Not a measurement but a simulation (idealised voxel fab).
Process module under the name voxel fin reveal
205 nm wide, 5 nm square cells: that's cross-section cut.
Just so we're on the same page, the cross-sections are grids of square cells, and they're listed out in bands top to bottom, each band one or more rows deep.
A band entry consists of two parts. The first gives the height of the band's top and the height of its bottom, in nm. The rest lists the band's materials from left to right, each with its width in nm. A single material labelled with the word "everywhere" fills the band from edge to edge, and the word "air" marks empty space.
A quick word on heights: they are counted from 0, and under that level the wafer as it came to us is one material throughout. The lowest band is different from the rest in having no bottom; it simply continues downward, written as in "from 0 down".
With a width like "30..40", each row of cells in the band differs from the next by the same amount, the top row carrying the first number and the bottom row the second.
No cell of the cross-section changed in a step that is given as "everything unchanged".
Under "Cavities, sealed" you'll find the enclosed gaps, the ones with no way out to the top, that are 8 cells or bigger; each reads width x height at distance, with distance counted from the left edge, everything in nm.
What comes after the settings on a step's line is commentary from the simulator itself on that step.
"overlay nm" answers the question of how far to the right of plan the mask lay on a step that has a mask, and when it is negative the answer is to the left.
The remainder of this document consists of a sequence of paired cross-sections. Each pair presents the cross-section prior to one process step together with the cross-section following it, the latter being rendered only as deep as the lowest band that underwent change. The intervening step, together with its settings, is stated beneath each pair. Because the pairs may originate from different runs of this module on the same starting wafer, a given pair is to be read as continuing from the preceding pair only where its entry headed "Pre-step profile" so indicates.
## Pre-step profile
    from 0 down = Si everywhere
    Cavities, sealed: none
## Post-Step Section View
    from 5 to 0 = SiN everywhere
    Beneath the level 0, the cross-section is identical to its previous state.
    Cavities, sealed: none
Going from one cross-section above to the next, the wafer undergoes CONFORMAL_DEP | material SiN | thk nm 5
Pre-step profile: refer to the pair immediately above; the cross-section shown after its step is the state before this one.
## Post-Step Section View
    from 15 to 5 = aC everywhere
    Beneath the level 5, the cross-section is identical to its previous state.
    Cavities, sealed: none
Going from one cross-section above to the next, the wafer undergoes DIRECTIONAL_DEP | material aC | thk nm 10
Pre-step profile: refer to the pair immediately above; the cross-section shown after its step is the state before this one.
## Post-Step Section View
    from 40 to 15 = air (35)  resist (15)  air (25)  resist (15)  air (25)  resist (15)  air (25)  resist (15)  air (35)
    Beneath the level 15, the cross-section is identical to its previous state.
    Cavities, sealed: none
Going from one cross-section above to the next, the wafer undergoes PATTERN | tone cover | mask id FINS | material resist | width nm 15 | pitch nm 40 | thk nm 25 | overlay nm 0
Pre-step profile: refer to the pair immediately above; the cross-section shown after its step is the state before this one.
## Post-Step Section View
    from 30 to 15 = air (35)  resist (15)  air (25)  resist (15)  air (25)  resist (15)  air (25)  resist (15)  air (35)
    from 15 to 5 = air (35)  aC (15)  air (25)  aC (15)  air (25)  aC (15)  air (25)  aC (15)  air (35)
    Beneath the level 5, the cross-section is identical to its previous state.
    Cavities, sealed: none
Going from one cross-section above to the next, the wafer undergoes DIRECTIONAL_ETCH | etch materials aC | depth nm 10
Pre-step profile: refer to the pair immediately above; the cross-section shown after its step is the state before this one.
## Post-Step Section View
    from 15 to 5 = air (35)  aC (15)  air (25)  aC (15)  air (25)  aC (15)  air (25)  aC (15)  air (35)
    Beneath the level 5, the cross-section is identical to its previous state.
    Cavities, sealed: none
Going from one cross-section above to the next, the wafer undergoes STRIP | etch materials resist
Pre-step profile: refer to the pair immediately above; the cross-section shown after its step is the state before this one.
## Post-Step Section View
    from 15 to 5 = air (35)  aC (15)  air (25)  aC (15)  air (25)  aC (15)  air (25)  aC (15)  air (35)
    from 5 to 0 = air (35)  SiN (15)  air (25)  SiN (15)  air (25)  SiN (15)  air (25)  SiN (15)  air (35)
    Beneath the level 0, the cross-section is identical to its previous state.
    Cavities, sealed: none
Going from one cross-section above to the next, the wafer undergoes DIRECTIONAL_ETCH | etch materials SiN | depth nm 5
Pre-step profile: refer to the pair immediately above; the cross-section shown after its step is the state before this one.
## Post-Step Section View
    from 15 to 5 = air (35)  aC (15)  air (25)  aC (15)  air (25)  aC (15)  air (25)  aC (15)  air (35)
    from 5 to 0 = air (35)  SiN (15)  air (25)  SiN (15)  air (25)  SiN (15)  air (25)  SiN (15)  air (35)
    from 0 to -35 = air (35)  Si (15)  air (25)  Si (15)  air (25)  Si (15)  air (25)  Si (15)  air (35)
    Beneath the level -35, the cross-section is identical to its previous state.
    Cavities, sealed: none
Going from one cross-section above to the next, the wafer undergoes DIRECTIONAL_ETCH | etch materials Si | depth nm 35
Pre-step profile: refer to the pair immediately above; the cross-section shown after its step is the state before this one.
## Post-Step Section View
    from 5 to 0 = air (35)  SiN (15)  air (25)  SiN (15)  air (25)  SiN (15)  air (25)  SiN (15)  air (35)
    Beneath the level 0, the cross-section is identical to its previous state.
    Cavities, sealed: none
Going from one cross-section above to the next, the wafer undergoes STRIP | etch materials aC
Pre-step profile: refer to the pair immediately above; the cross-section shown after its step is the state before this one.
## Post-Step Section View
    from 5 to 0 = air (35)  SiN (15)  air (25)  SiN (15)  air (25)  SiN (15)  air (25)  SiN (15)  air (35)
    from 0 to -35 = air (35)  SiO2 (5)  Si (5)  SiO2 (5)  air (25)  SiO2 (5)  Si (5)  SiO2 (5)  air (25)  SiO2 (5)  Si (5)  SiO2 (5)  air (25)  SiO2 (5)  Si (5)  SiO2 (5)  air (35)
    from -35 to -40 = SiO2 (40)  Si (5)  SiO2 (35)  Si (5)  SiO2 (35)  Si (5)  SiO2 (35)  Si (5)  SiO2 (40)
    Beneath the level -40, the cross-section is identical to its previous state.
    Cavities, sealed: none
Going from one cross-section above to the next, the wafer undergoes OXIDIZE | depth nm 5
Pre-step profile: refer to the pair immediately above; the cross-section shown after its step is the state before this one.
## Post-Step Section View
    from 10 to 5 = SiO2 everywhere
    from 5 to 0 = SiO2 (35)  SiN (15)  SiO2 (25)  SiN (15)  SiO2 (25)  SiN (15)  SiO2 (25)  SiN (15)  SiO2 (35)
    from 0 to -40 = SiO2 (40)  Si (5)  SiO2 (35)  Si (5)  SiO2 (35)  Si (5)  SiO2 (35)  Si (5)  SiO2 (40)
    Beneath the level -40, the cross-section is identical to its previous state.
    Cavities, sealed: none
Going from one cross-section above to the next, the wafer undergoes FILL_DEP | material SiO2 | thk nm 5
Pre-step profile: refer to the pair immediately above; the cross-section shown after its step is the state before this one.
## Post-Step Section View
    from 5 to 0 = SiO2 (35)  SiN (15)  SiO2 (25)  SiN (15)  SiO2 (25)  SiN (15)  SiO2 (25)  SiN (15)  SiO2 (35)
    Beneath the level 0, the cross-section is identical to its previous state.
    Cavities, sealed: none
Going from one cross-section above to the next, the wafer undergoes CMP | height nm 5
Pre-step profile: refer to the pair immediately above; the cross-section shown after its step is the state before this one.
## Post-Step Section View
    from 5 to 0 = air (35)  SiN (15)  air (25)  SiN (15)  air (25)  SiN (15)  air (25)  SiN (15)  air (35)
    from 0 to -10 = air (40)  Si (5)  air (35)  Si (5)  air (35)  Si (5)  air (35)  Si (5)  air (40)
    Beneath the level -10, the cross-section is identical to its previous state.
    Cavities, sealed: none
Going from one cross-section above to the next, the wafer undergoes SELECTIVE_ETCH | etch materials SiO2 | depth nm 15
Pre-step profile: refer to the pair immediately above; the cross-section shown after its step is the state before this one.
## Post-Step Section View
    from 0 to -10 = air (40)  Si (5)  air (35)  Si (5)  air (35)  Si (5)  air (35)  Si (5)  air (40)
    Beneath the level -10, the cross-section is identical to its previous state.
    Cavities, sealed: none
Going from one cross-section above to the next, the wafer undergoes STRIP | etch materials SiN
Pre-step profile: refer to the pair immediately above; the cross-section shown after its step is the state before this one.
## Post-Step Section View
    from 5 to 0 = air (35)  SiO2 (15)  air (25)  SiO2 (15)  air (25)  SiO2 (15)  air (25)  SiO2 (15)  air (35)
    from 0 to -5 = air (35)  SiO2 (5)  Si (5)  SiO2 (5)  air (25)  SiO2 (5)  Si (5)  SiO2 (5)  air (25)  SiO2 (5)  Si (5)  SiO2 (5)  air (25)  SiO2 (5)  Si (5)  SiO2 (5)  air (35)
    from -5 to -40 = SiO2 (40)  Si (5)  SiO2 (35)  Si (5)  SiO2 (35)  Si (5)  SiO2 (35)  Si (5)  SiO2 (40)
    Beneath the level -40, the cross-section is identical to its previous state.
    Cavities, sealed: none
Going from one cross-section above to the next, the wafer undergoes CONFORMAL_DEP | material SiO2 | thk nm 5
## Pre-step profile
    from 5 to 0 = air (35)  SiN (15)  air (25)  SiN (15)  air (25)  SiN (15)  air (25)  SiN (15)  air (35)
    from 0 to -10 = air (40)  Si (5)  air (35)  Si (5)  air (35)  Si (5)  air (35)  Si (5)  air (40)
    from -10 to -40 = SiO2 (40)  Si (5)  SiO2 (35)  Si (5)  SiO2 (35)  Si (5)  SiO2 (35)  Si (5)  SiO2 (40)
    from -40 down = Si everywhere
    Cavities, sealed: none
## Post-Step Section View
    from 5 to 0 = air (35)  SiN (15)  air (25)  SiN (15)  air (25)  SiN (15)  air (25)  SiN (15)  air (35)
    from 0 to -25 = air (40)  Si (5)  air (35)  Si (5)  air (35)  Si (5)  air (35)  Si (5)  air (40)
    Beneath the level -25, the cross-section is identical to its previous state.
    Cavities, sealed: none
Going from one cross-section above to the next, the wafer undergoes SELECTIVE_ETCH | etch materials SiO2 | depth nm 15
Pre-step profile: refer to the pair immediately above; the cross-section shown after its step is the state before this one.
## Post-Step Section View
    from 0 to -25 = air (40)  Si (5)  air (35)  Si (5)  air (35)  Si (5)  air (35)  Si (5)  air (40)
    Beneath the level -25, the cross-section is identical to its previous state.
    Cavities, sealed: none
Going from one cross-section above to the next, the wafer undergoes STRIP | etch materials SiN
Pre-step profile: refer to the pair immediately above; the cross-section shown after its step is the state before this one.
## Post-Step Section View
    from 5 to 0 = air (35)  SiO2 (15)  air (25)  SiO2 (15)  air (25)  SiO2 (15)  air (25)  SiO2 (15)  air (35)
    from 0 to -20 = air (35)  SiO2 (5)  Si (5)  SiO2 (5)  air (25)  SiO2 (5)  Si (5)  SiO2 (5)  air (25)  SiO2 (5)  Si (5)  SiO2 (5)  air (25)  SiO2 (5)  Si (5)  SiO2 (5)  air (35)
    from -20 to -40 = SiO2 (40)  Si (5)  SiO2 (35)  Si (5)  SiO2 (35)  Si (5)  SiO2 (35)  Si (5)  SiO2 (40)
    Beneath the level -40, the cross-section is identical to its previous state.
    Cavities, sealed: none
Going from one cross-section above to the next, the wafer undergoes CONFORMAL_DEP | material SiO2 | thk nm 5
## Pre-step profile
    from 5 to 0 = SiO2 (35)  SiN (15)  SiO2 (25)  SiN (15)  SiO2 (25)  SiN (15)  SiO2 (25)  SiN (15)  SiO2 (35)
    from 0 to -40 = SiO2 (40)  Si (5)  SiO2 (35)  Si (5)  SiO2 (35)  Si (5)  SiO2 (35)  Si (5)  SiO2 (40)
    from -40 down = Si everywhere
    Cavities, sealed: none
## Post-Step Section View
    from 5 to 0 = SiO2 (35)  air (15)  SiO2 (25)  air (15)  SiO2 (25)  air (15)  SiO2 (25)  air (15)  SiO2 (35)
    Beneath the level 0, the cross-section is identical to its previous state.
    Cavities, sealed: none
Going from one cross-section above to the next, the wafer undergoes STRIP | etch materials SiN
Pre-step profile: refer to the pair immediately above; the cross-section shown after its step is the state before this one.
## Post-Step Section View
    from 0 to -10 = air (40)  Si (5)  air (35)  Si (5)  air (35)  Si (5)  air (35)  Si (5)  air (40)
    from -10 to -15 = SiO2 (20)  air (20)  Si (5)  air (35)  Si (5)  air (35)  Si (5)  air (35)  Si (5)  air (20)  SiO2 (20)
    Beneath the level -15, the cross-section is identical to its previous state.
    Cavities, sealed: none
Going from one cross-section above to the next, the wafer undergoes SELECTIVE_ETCH | etch materials SiO2 | depth nm 15
Pre-step profile: refer to the pair immediately above; the cross-section shown after its step is the state before this one.
## Post-Step Section View
    from 5 to 0 = air (35)  SiO2 (15)  air (25)  SiO2 (15)  air (25)  SiO2 (15)  air (25)  SiO2 (15)  air (35)
    from 0 to -5 = air (35)  SiO2 (5)  Si (5)  SiO2 (5)  air (25)  SiO2 (5)  Si (5)  SiO2 (5)  air (25)  SiO2 (5)  Si (5)  SiO2 (5)  air (25)  SiO2 (5)  Si (5)  SiO2 (5)  air (35)
    from -5 to -10 = SiO2 (25)  air (10)  SiO2 (5)  Si (5)  SiO2 (5)  air (25)  SiO2 (5)  Si (5)  SiO2 (5)  air (25)  SiO2 (5)  Si (5)  SiO2 (5)  air (25)  SiO2 (5)  Si (5)  SiO2 (5)  air (10)  SiO2 (25)
    from -10 to -40 = SiO2 (40)  Si (5)  SiO2 (35)  Si (5)  SiO2 (35)  Si (5)  SiO2 (35)  Si (5)  SiO2 (40)
    Beneath the level -40, the cross-section is identical to its previous state.
    Cavities, sealed: none
Going from one cross-section above to the next, the wafer undergoes CONFORMAL_DEP | material SiO2 | thk nm 5
## Pre-step profile
    from 15 to 5 = air (35)  aC (15)  air (25)  aC (15)  air (25)  aC (15)  air (25)  aC (15)  air (35)
    from 5 to 0 = air (35)  SiN (15)  air (25)  SiN (15)  air (25)  SiN (15)  air (25)  SiN (15)  air (35)
    from 0 down = Si everywhere
    Cavities, sealed: none
## Post-Step Section View
    from 15 to 5 = air (35)  aC (15)  air (25)  aC (15)  air (25)  aC (15)  air (25)  aC (15)  air (35)
    from 5 to 0 = air (35)  SiN (15)  air (25)  SiN (15)  air (25)  SiN (15)  air (25)  SiN (15)  air (35)
    from 0 to -25 = air (35)  Si (15)  air (25)  Si (15)  air (25)  Si (15)  air (25)  Si (15)  air (35)
    Beneath the level -25, the cross-section is identical to its previous state.
    Cavities, sealed: none
Going from one cross-section above to the next, the wafer undergoes DIRECTIONAL_ETCH | etch materials Si | depth nm 25
Pre-step profile: refer to the pair immediately above; the cross-section shown after its step is the state before this one.
## Post-Step Section View
    from 5 to 0 = air (35)  SiN (15)  air (25)  SiN (15)  air (25)  SiN (15)  air (25)  SiN (15)  air (35)
    Beneath the level 0, the cross-section is identical to its previous state.
    Cavities, sealed: none
Going from one cross-section above to the next, the wafer undergoes STRIP | etch materials aC
Pre-step profile: refer to the pair immediately above; the cross-section shown after its step is the state before this one.
## Post-Step Section View
    from 5 to 0 = air (35)  SiN (15)  air (25)  SiN (15)  air (25)  SiN (15)  air (25)  SiN (15)  air (35)
    from 0 to -25 = air (35)  SiO2 (5)  Si (5)  SiO2 (5)  air (25)  SiO2 (5)  Si (5)  SiO2 (5)  air (25)  SiO2 (5)  Si (5)  SiO2 (5)  air (25)  SiO2 (5)  Si (5)  SiO2 (5)  air (35)
    from -25 to -30 = SiO2 (40)  Si (5)  SiO2 (35)  Si (5)  SiO2 (35)  Si (5)  SiO2 (35)  Si (5)  SiO2 (40)
    Beneath the level -30, the cross-section is identical to its previous state.
    Cavities, sealed: none
Going from one cross-section above to the next, the wafer undergoes OXIDIZE | depth nm 5
Pre-step profile: refer to the pair immediately above; the cross-section shown after its step is the state before this one.
## Post-Step Section View
    from 10 to 5 = SiO2 everywhere
    from 5 to 0 = SiO2 (35)  SiN (15)  SiO2 (25)  SiN (15)  SiO2 (25)  SiN (15)  SiO2 (25)  SiN (15)  SiO2 (35)
    from 0 to -30 = SiO2 (40)  Si (5)  SiO2 (35)  Si (5)  SiO2 (35)  Si (5)  SiO2 (35)  Si (5)  SiO2 (40)
    Beneath the level -30, the cross-section is identical to its previous state.
    Cavities, sealed: none
Going from one cross-section above to the next, the wafer undergoes FILL_DEP | material SiO2 | thk nm 5
Pre-step profile: refer to the pair immediately above; the cross-section shown after its step is the state before this one.
## Post-Step Section View
    from 5 to 0 = SiO2 (35)  SiN (15)  SiO2 (25)  SiN (15)  SiO2 (25)  SiN (15)  SiO2 (25)  SiN (15)  SiO2 (35)
    Beneath the level 0, the cross-section is identical to its previous state.
    Cavities, sealed: none
Going from one cross-section above to the next, the wafer undergoes CMP | height nm 5
Pre-step profile: refer to the pair immediately above; the cross-section shown after its step is the state before this one.
## Post-Step Section View
    from 5 to 0 = air (35)  SiN (15)  air (25)  SiN (15)  air (25)  SiN (15)  air (25)  SiN (15)  air (35)
    from 0 to -10 = air (40)  Si (5)  air (35)  Si (5)  air (35)  Si (5)  air (35)  Si (5)  air (40)
    Beneath the level -10, the cross-section is identical to its previous state.
    Cavities, sealed: none
Going from one cross-section above to the next, the wafer undergoes SELECTIVE_ETCH | etch materials SiO2 | depth nm 15
Pre-step profile: refer to the pair immediately above; the cross-section shown after its step is the state before this one.
## Post-Step Section View
    from 0 to -10 = air (40)  Si (5)  air (35)  Si (5)  air (35)  Si (5)  air (35)  Si (5)  air (40)
    Beneath the level -10, the cross-section is identical to its previous state.
    Cavities, sealed: none
Going from one cross-section above to the next, the wafer undergoes STRIP | etch materials SiN
Pre-step profile: refer to the pair immediately above; the cross-section shown after its step is the state before this one.
## Post-Step Section View
    from 5 to 0 = air (35)  SiO2 (15)  air (25)  SiO2 (15)  air (25)  SiO2 (15)  air (25)  SiO2 (15)  air (35)
    from 0 to -5 = air (35)  SiO2 (5)  Si (5)  SiO2 (5)  air (25)  SiO2 (5)  Si (5)  SiO2 (5)  air (25)  SiO2 (5)  Si (5)  SiO2 (5)  air (25)  SiO2 (5)  Si (5)  SiO2 (5)  air (35)
    from -5 to -30 = SiO2 (40)  Si (5)  SiO2 (35)  Si (5)  SiO2 (35)  Si (5)  SiO2 (35)  Si (5)  SiO2 (40)
    Beneath the level -30, the cross-section is identical to its previous state.
    Cavities, sealed: none
Going from one cross-section above to the next, the wafer undergoes CONFORMAL_DEP | material SiO2 | thk nm 5
## Pre-step profile
    from 15 to 5 = aC everywhere
    from 5 to 0 = SiN everywhere
    from 0 down = Si everywhere
    Cavities, sealed: none
## Post-Step Section View
    from 40 to 15 = air (35)  resist (20)  air (20)  resist (20)  air (20)  resist (20)  air (20)  resist (20)  air (30)
    Beneath the level 15, the cross-section is identical to its previous state.
    Cavities, sealed: none
Going from one cross-section above to the next, the wafer undergoes PATTERN | tone cover | mask id FINS | material resist | width nm 20 | pitch nm 40 | thk nm 25 | overlay nm 0
Pre-step profile: refer to the pair immediately above; the cross-section shown after its step is the state before this one.
## Post-Step Section View
    from 30 to 15 = air (35)  resist (20)  air (20)  resist (20)  air (20)  resist (20)  air (20)  resist (20)  air (30)
    from 15 to 5 = air (35)  aC (20)  air (20)  aC (20)  air (20)  aC (20)  air (20)  aC (20)  air (30)
    Beneath the level 5, the cross-section is identical to its previous state.
    Cavities, sealed: none
Going from one cross-section above to the next, the wafer undergoes DIRECTIONAL_ETCH | etch materials aC | depth nm 10
Pre-step profile: refer to the pair immediately above; the cross-section shown after its step is the state before this one.
## Post-Step Section View
    from 15 to 5 = air (35)  aC (20)  air (20)  aC (20)  air (20)  aC (20)  air (20)  aC (20)  air (30)
    Beneath the level 5, the cross-section is identical to its previous state.
    Cavities, sealed: none
Going from one cross-section above to the next, the wafer undergoes STRIP | etch materials resist
Pre-step profile: refer to the pair immediately above; the cross-section shown after its step is the state before this one.
## Post-Step Section View
    from 15 to 5 = air (35)  aC (20)  air (20)  aC (20)  air (20)  aC (20)  air (20)  aC (20)  air (30)
    from 5 to 0 = air (35)  SiN (20)  air (20)  SiN (20)  air (20)  SiN (20)  air (20)  SiN (20)  air (30)
    Beneath the level 0, the cross-section is identical to its previous state.
    Cavities, sealed: none
Going from one cross-section above to the next, the wafer undergoes DIRECTIONAL_ETCH | etch materials SiN | depth nm 5
Pre-step profile: refer to the pair immediately above; the cross-section shown after its step is the state before this one.
## Post-Step Section View
    from 15 to 5 = air (35)  aC (20)  air (20)  aC (20)  air (20)  aC (20)  air (20)  aC (20)  air (30)
    from 5 to 0 = air (35)  SiN (20)  air (20)  SiN (20)  air (20)  SiN (20)  air (20)  SiN (20)  air (30)
    from 0 to -35 = air (35)  Si (20)  air (20)  Si (20)  air (20)  Si (20)  air (20)  Si (20)  air (30)
    Beneath the level -35, the cross-section is identical to its previous state.
    Cavities, sealed: none
Going from one cross-section above to the next, the wafer undergoes DIRECTIONAL_ETCH | etch materials Si | depth nm 35
Pre-step profile: refer to the pair immediately above; the cross-section shown after its step is the state before this one.
## Post-Step Section View
    from 5 to 0 = air (35)  SiN (20)  air (20)  SiN (20)  air (20)  SiN (20)  air (20)  SiN (20)  air (30)
    Beneath the level 0, the cross-section is identical to its previous state.
    Cavities, sealed: none
Going from one cross-section above to the next, the wafer undergoes STRIP | etch materials aC
Pre-step profile: refer to the pair immediately above; the cross-section shown after its step is the state before this one.
## Post-Step Section View
    from 5 to 0 = air (35)  SiN (20)  air (20)  SiN (20)  air (20)  SiN (20)  air (20)  SiN (20)  air (30)
    from 0 to -35 = air (35)  SiO2 (5)  Si (10)  SiO2 (5)  air (20)  SiO2 (5)  Si (10)  SiO2 (5)  air (20)  SiO2 (5)  Si (10)  SiO2 (5)  air (20)  SiO2 (5)  Si (10)  SiO2 (5)  air (30)
    from -35 to -40 = SiO2 (40)  Si (10)  SiO2 (30)  Si (10)  SiO2 (30)  Si (10)  SiO2 (30)  Si (10)  SiO2 (35)
    Beneath the level -40, the cross-section is identical to its previous state.
    Cavities, sealed: none
Going from one cross-section above to the next, the wafer undergoes OXIDIZE | depth nm 5
Pre-step profile: refer to the pair immediately above; the cross-section shown after its step is the state before this one.
## Post-Step Section View
    from 10 to 5 = SiO2 everywhere
    from 5 to 0 = SiO2 (35)  SiN (20)  SiO2 (20)  SiN (20)  SiO2 (20)  SiN (20)  SiO2 (20)  SiN (20)  SiO2 (30)
    from 0 to -40 = SiO2 (40)  Si (10)  SiO2 (30)  Si (10)  SiO2 (30)  Si (10)  SiO2 (30)  Si (10)  SiO2 (35)
    Beneath the level -40, the cross-section is identical to its previous state.
    Cavities, sealed: none
Going from one cross-section above to the next, the wafer undergoes FILL_DEP | material SiO2 | thk nm 5
Pre-step profile: refer to the pair immediately above; the cross-section shown after its step is the state before this one.
## Post-Step Section View
    from 5 to 0 = SiO2 (35)  SiN (20)  SiO2 (20)  SiN (20)  SiO2 (20)  SiN (20)  SiO2 (20)  SiN (20)  SiO2 (30)
    Beneath the level 0, the cross-section is identical to its previous state.
    Cavities, sealed: none
Going from one cross-section above to the next, the wafer undergoes CMP | height nm 5
Pre-step profile: refer to the pair immediately above; the cross-section shown after its step is the state before this one.
## Post-Step Section View
    from 5 to 0 = air (35)  SiN (20)  air (20)  SiN (20)  air (20)  SiN (20)  air (20)  SiN (20)  air (30)
    from 0 to -10 = air (40)  Si (10)  air (30)  Si (10)  air (30)  Si (10)  air (30)  Si (10)  air (35)
    Beneath the level -10, the cross-section is identical to its previous state.
    Cavities, sealed: none
Going from one cross-section above to the next, the wafer undergoes SELECTIVE_ETCH | etch materials SiO2 | depth nm 15
Pre-step profile: refer to the pair immediately above; the cross-section shown after its step is the state before this one.
## Post-Step Section View
    from 0 to -10 = air (40)  Si (10)  air (30)  Si (10)  air (30)  Si (10)  air (30)  Si (10)  air (35)
    Beneath the level -10, the cross-section is identical to its previous state.
    Cavities, sealed: none
Going from one cross-section above to the next, the wafer undergoes STRIP | etch materials SiN
Pre-step profile: refer to the pair immediately above; the cross-section shown after its step is the state before this one.
## Post-Step Section View
    from 5 to 0 = air (35)  SiO2 (20)  air (20)  SiO2 (20)  air (20)  SiO2 (20)  air (20)  SiO2 (20)  air (30)
    from 0 to -5 = air (35)  SiO2 (5)  Si (10)  SiO2 (5)  air (20)  SiO2 (5)  Si (10)  SiO2 (5)  air (20)  SiO2 (5)  Si (10)  SiO2 (5)  air (20)  SiO2 (5)  Si (10)  SiO2 (5)  air (30)
    from -5 to -40 = SiO2 (40)  Si (10)  SiO2 (30)  Si (10)  SiO2 (30)  Si (10)  SiO2 (30)  Si (10)  SiO2 (35)
    Beneath the level -40, the cross-section is identical to its previous state.
    Cavities, sealed: none
Going from one cross-section above to the next, the wafer undergoes CONFORMAL_DEP | material SiO2 | thk nm 5
## Pre-step profile
    from 15 to 5 = aC everywhere
    from 5 to 0 = SiN everywhere
    from 0 down = Si everywhere
    Cavities, sealed: none
## Post-Step Section View
    from 40 to 15 = air (30)  resist (15)  air (25)  resist (15)  air (25)  resist (15)  air (25)  resist (15)  air (40)
    Beneath the level 15, the cross-section is identical to its previous state.
    Cavities, sealed: none
Going from one cross-section above to the next, the wafer undergoes PATTERN | tone cover | mask id FINS | material resist | width nm 15 | pitch nm 40 | thk nm 25 | overlay nm -5
Pre-step profile: refer to the pair immediately above; the cross-section shown after its step is the state before this one.
## Post-Step Section View
    from 30 to 15 = air (30)  resist (15)  air (25)  resist (15)  air (25)  resist (15)  air (25)  resist (15)  air (40)
    from 15 to 5 = air (30)  aC (15)  air (25)  aC (15)  air (25)  aC (15)  air (25)  aC (15)  air (40)
    Beneath the level 5, the cross-section is identical to its previous state.
    Cavities, sealed: none
Going from one cross-section above to the next, the wafer undergoes DIRECTIONAL_ETCH | etch materials aC | depth nm 10
Pre-step profile: refer to the pair immediately above; the cross-section shown after its step is the state before this one.
## Post-Step Section View
    from 15 to 5 = air (30)  aC (15)  air (25)  aC (15)  air (25)  aC (15)  air (25)  aC (15)  air (40)
    Beneath the level 5, the cross-section is identical to its previous state.
    Cavities, sealed: none
Going from one cross-section above to the next, the wafer undergoes STRIP | etch materials resist
Pre-step profile: refer to the pair immediately above; the cross-section shown after its step is the state before this one.
## Post-Step Section View
    from 15 to 5 = air (30)  aC (15)  air (25)  aC (15)  air (25)  aC (15)  air (25)  aC (15)  air (40)
    from 5 to 0 = air (30)  SiN (15)  air (25)  SiN (15)  air (25)  SiN (15)  air (25)  SiN (15)  air (40)
    Beneath the level 0, the cross-section is identical to its previous state.
    Cavities, sealed: none
Going from one cross-section above to the next, the wafer undergoes DIRECTIONAL_ETCH | etch materials SiN | depth nm 5
Pre-step profile: refer to the pair immediately above; the cross-section shown after its step is the state before this one.
## Post-Step Section View
    from 15 to 5 = air (30)  aC (15)  air (25)  aC (15)  air (25)  aC (15)  air (25)  aC (15)  air (40)
    from 5 to 0 = air (30)  SiN (15)  air (25)  SiN (15)  air (25)  SiN (15)  air (25)  SiN (15)  air (40)
    from 0 to -35 = air (30)  Si (15)  air (25)  Si (15)  air (25)  Si (15)  air (25)  Si (15)  air (40)
    Beneath the level -35, the cross-section is identical to its previous state.
    Cavities, sealed: none
Going from one cross-section above to the next, the wafer undergoes DIRECTIONAL_ETCH | etch materials Si | depth nm 35
Pre-step profile: refer to the pair immediately above; the cross-section shown after its step is the state before this one.
## Post-Step Section View
    from 5 to 0 = air (30)  SiN (15)  air (25)  SiN (15)  air (25)  SiN (15)  air (25)  SiN (15)  air (40)
    Beneath the level 0, the cross-section is identical to its previous state.
    Cavities, sealed: none
Going from one cross-section above to the next, the wafer undergoes STRIP | etch materials aC
Pre-step profile: refer to the pair immediately above; the cross-section shown after its step is the state before this one.
## Post-Step Section View
    from 5 to 0 = air (30)  SiN (15)  air (25)  SiN (15)  air (25)  SiN (15)  air (25)  SiN (15)  air (40)
    from 0 to -35 = air (30)  SiO2 (5)  Si (5)  SiO2 (5)  air (25)  SiO2 (5)  Si (5)  SiO2 (5)  air (25)  SiO2 (5)  Si (5)  SiO2 (5)  air (25)  SiO2 (5)  Si (5)  SiO2 (5)  air (40)
    from -35 to -40 = SiO2 (35)  Si (5)  SiO2 (35)  Si (5)  SiO2 (35)  Si (5)  SiO2 (35)  Si (5)  SiO2 (45)
    Beneath the level -40, the cross-section is identical to its previous state.
    Cavities, sealed: none
Going from one cross-section above to the next, the wafer undergoes OXIDIZE | depth nm 5
Pre-step profile: refer to the pair immediately above; the cross-section shown after its step is the state before this one.
## Post-Step Section View
    from 10 to 5 = SiO2 everywhere
    from 5 to 0 = SiO2 (30)  SiN (15)  SiO2 (25)  SiN (15)  SiO2 (25)  SiN (15)  SiO2 (25)  SiN (15)  SiO2 (40)
    from 0 to -40 = SiO2 (35)  Si (5)  SiO2 (35)  Si (5)  SiO2 (35)  Si (5)  SiO2 (35)  Si (5)  SiO2 (45)
    Beneath the level -40, the cross-section is identical to its previous state.
    Cavities, sealed: none
Going from one cross-section above to the next, the wafer undergoes FILL_DEP | material SiO2 | thk nm 5
Pre-step profile: refer to the pair immediately above; the cross-section shown after its step is the state before this one.
## Post-Step Section View
    from 5 to 0 = SiO2 (30)  SiN (15)  SiO2 (25)  SiN (15)  SiO2 (25)  SiN (15)  SiO2 (25)  SiN (15)  SiO2 (40)
    Beneath the level 0, the cross-section is identical to its previous state.
    Cavities, sealed: none
Going from one cross-section above to the next, the wafer undergoes CMP | height nm 5
Pre-step profile: refer to the pair immediately above; the cross-section shown after its step is the state before this one.
## Post-Step Section View
    from 5 to 0 = air (30)  SiN (15)  air (25)  SiN (15)  air (25)  SiN (15)  air (25)  SiN (15)  air (40)
    from 0 to -10 = air (35)  Si (5)  air (35)  Si (5)  air (35)  Si (5)  air (35)  Si (5)  air (45)
    Beneath the level -10, the cross-section is identical to its previous state.
    Cavities, sealed: none
Going from one cross-section above to the next, the wafer undergoes SELECTIVE_ETCH | etch materials SiO2 | depth nm 15
Pre-step profile: refer to the pair immediately above; the cross-section shown after its step is the state before this one.
## Post-Step Section View
    from 0 to -10 = air (35)  Si (5)  air (35)  Si (5)  air (35)  Si (5)  air (35)  Si (5)  air (45)
    Beneath the level -10, the cross-section is identical to its previous state.
    Cavities, sealed: none
Going from one cross-section above to the next, the wafer undergoes STRIP | etch materials SiN
Pre-step profile: refer to the pair immediately above; the cross-section shown after its step is the state before this one.
## Post-Step Section View
    from 5 to 0 = air (30)  SiO2 (15)  air (25)  SiO2 (15)  air (25)  SiO2 (15)  air (25)  SiO2 (15)  air (40)
    from 0 to -5 = air (30)  SiO2 (5)  Si (5)  SiO2 (5)  air (25)  SiO2 (5)  Si (5)  SiO2 (5)  air (25)  SiO2 (5)  Si (5)  SiO2 (5)  air (25)  SiO2 (5)  Si (5)  SiO2 (5)  air (40)
    from -5 to -40 = SiO2 (35)  Si (5)  SiO2 (35)  Si (5)  SiO2 (35)  Si (5)  SiO2 (35)  Si (5)  SiO2 (45)
    Beneath the level -40, the cross-section is identical to its previous state.
    Cavities, sealed: none
Going from one cross-section above to the next, the wafer undergoes CONFORMAL_DEP | material SiO2 | thk nm 5
